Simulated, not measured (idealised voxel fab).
process module | voxel air gaps
cross-section cut | 175 nm wide | cells 5 nm
A cross-section is a grid of square cells, given in bands from the top down. A band is one or more rows of cells.
Each band's line starts with the height of the band's top and of its bottom, in nm. Then come its materials from left to right, each with its width in nm. One material with "throughout" fills the band from edge to edge. "air" is empty space.
Height 0 is the level under which the wafer as received is all one material. The lowest band goes on downwards, as in "0 down".
A width such as "30 to 40" changes by the same amount from each row of cells to the next, from the band's top row to its bottom row.
"no change" after a step means that no cell of the cross-section changed.
closed voids: empty space of 8 cells or more with no open way to the top, each as width x height at its distance from the left edge, in nm
after a step's settings: what the simulator itself notes on the step
overlay nm, on a step with a mask: how far to the right of its planned place the mask lay; to the left if negative
plan
1 op RECEIVE | material Si
2 op CONFORMAL_DEP | material SiO2 | thk nm 15
3 op CONFORMAL_DEP | material SiN | thk nm 5
4 op DIRECTIONAL_DEP | material SiO2 | thk nm 40
5 op MASKED_ETCH | tone open | mask id LINES | width nm 25 | pitch nm 50 | etch materials SiO2 | depth nm 40 | overlay nm 0
6 op CONFORMAL_DEP | material TiN | thk nm 5
7 op FILL_DEP | material Cu | thk nm 10
8 op CMP | height nm 60
9 op EPI | material Ru | thk nm 10
10 op SELECTIVE_ETCH | etch materials SiO2 | depth nm 50
11 op CONFORMAL_DEP | material SiCN | thk nm 5
as received, after step 1
  0 down: Si throughout
  closed voids: none
a wafer at the end: this start, this plan, one mistake
  75 to 70: air 10 | SiCN 155 | air 10
  70 to 60: air 10 | SiCN 5 | Ru 45 | SiCN 5 | Ru 45 | SiCN 5 | Ru 45 | SiCN 5 | air 10
  60 to 55: air 10 | SiCN 15 | TiN 5 | Cu 15 | TiN 5 | SiCN 25 | TiN 5 | Cu 15 | TiN 5 | SiCN 25 | TiN 5 | Cu 15 | TiN 5 | SiCN 15 | air 10
  55 to 25: air 20 | SiCN 5 | TiN 5 | Cu 15 | TiN 5 | SiCN 5 | air 15 | SiCN 5 | TiN 5 | Cu 15 | TiN 5 | SiCN 5 | air 15 | SiCN 5 | TiN 5 | Cu 15 | TiN 5 | SiCN 5 | air 20
  25 to 20: air 20 | SiCN 5 | TiN 25 | SiCN 5 | air 15 | SiCN 5 | TiN 25 | SiCN 5 | air 15 | SiCN 5 | TiN 25 | SiCN 5 | air 20
  20 to 15: air 20 | SiCN 15 | SiO2 5 | SiCN 15 | air 15 | SiCN 15 | SiO2 5 | SiCN 15 | air 15 | SiCN 15 | SiO2 5 | SiCN 15 | air 20
  15 to 10: SiCN 35 | SiO2 5 | SiCN 45 | SiO2 5 | SiCN 45 | SiO2 5 | SiCN 35
  10 to 5: SiO2 throughout
  5 to 0: SiN throughout
  0 down: Si throughout
  closed voids: 15 x 40 at 55; 15 x 40 at 105
what went wrong: steps 2 and 3 were swapped
